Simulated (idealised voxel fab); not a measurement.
Process module name: voxel self aligned contacts
300 nm wide, 5 nm square cells: that's cross-section cut.
For the purposes of this document, a cross-section shall be understood as a grid of square cells, specified as bands listed in top-to-bottom order, each band consisting of one or more rows of cells.
Quick guide to a band line: top height, bottom height (nm) up front; then every material left to right with its width in nm. Only one material and it's marked "edge to edge"? Then it fills the band edge to edge. And "air" just means empty space.
The level at which height equals 0 is the one under which the wafer, as it arrives, is entirely one material. No lower edge exists for the bottom band, which continues downward and is notated as in "0..down".
Width "30->40": first value at the band's top row of cells, second value at its bottom row, equal change from row to row.
Take "no alteration" at face value: in the step it is given for, the cross-section changed in none of its cells.
"Cavities, sealed" contains a list of empty spaces, each no smaller than 8 cells and without an open way to the top, written in the form width x height at distance with the distance from the left edge and all three in nm.
If you see something after the settings on a step's line, that's the simulator's own remark about that step.
overlay nm: where the mask lay relative to plan, measured to the right, on steps with a mask; negatives go left.

-- Set out below are the planned steps of the process
step 1: RECEIVE, material Si
step 2: OXIDIZE, depth nm 5
step 3: DIRECTIONAL_DEP, material polySi, thk nm 30
step 4: DIRECTIONAL_DEP, material SiN, thk nm 20
step 5: DIRECTIONAL_DEP, material aC, thk nm 10
step 6: PATTERN, tone cover, mask id GATE, material resist, width nm 25, pitch nm 50, thk nm 25, overlay nm 0
step 7: DIRECTIONAL_ETCH, etch materials aC, depth nm 10
step 8: STRIP, etch materials resist
step 9: DIRECTIONAL_ETCH, etch materials SiN, depth nm 20
step 10: DIRECTIONAL_ETCH, etch materials polySi, depth nm 30
step 11: STRIP, etch materials aC
step 12: CONFORMAL_DEP, material SiN, thk nm 5
step 13: DIRECTIONAL_ETCH, etch materials SiN, depth nm 5
step 14: FILL_DEP, material SiO2, thk nm 10
step 15: CMP, height nm 55
step 16: PATTERN, tone open, mask id CONTACT, material resist, width nm 35, pitch nm 50, thk nm 15, overlay nm 0
step 17: DIRECTIONAL_ETCH, etch materials SiO2, depth nm 60
step 18: STRIP, etch materials resist
step 19: CONFORMAL_DEP, material TiN, thk nm 5
step 20: FILL_DEP, material W, thk nm 5
step 21: CMP, height nm 55
step 22: CONFORMAL_DEP, material SiCN, thk nm 5
Keep in mind the plan's value for the depth nm of step 2 comes from the first wafer; the wafers don't share that setting, but they do share the same starting point.

-- Step 1 complete: as-received cross-section of the first of several wafers
0..down: Si edge to edge
Cavities, sealed: none

-- each wafer at the end: cells of each material gained (+) or lost (-) since it was received, then its closed voids
depth nm 5 | -60 Si | +60 SiCN | +120 SiN | +430 SiO2 | +58 TiN | +22 W | +90 polySi | Cavities, sealed: none
depth nm 10 | -120 Si | +60 SiCN | +120 SiN | +490 SiO2 | +58 TiN | +22 W | +90 polySi | Cavities, sealed: none
depth nm 15 | -180 Si | +60 SiCN | +120 SiN | +550 SiO2 | +58 TiN | +22 W | +90 polySi | Cavities, sealed: none
depth nm 20 | -240 Si | +60 SiCN | +120 SiN | +610 SiO2 | +58 TiN | +22 W | +90 polySi | Cavities, sealed: none
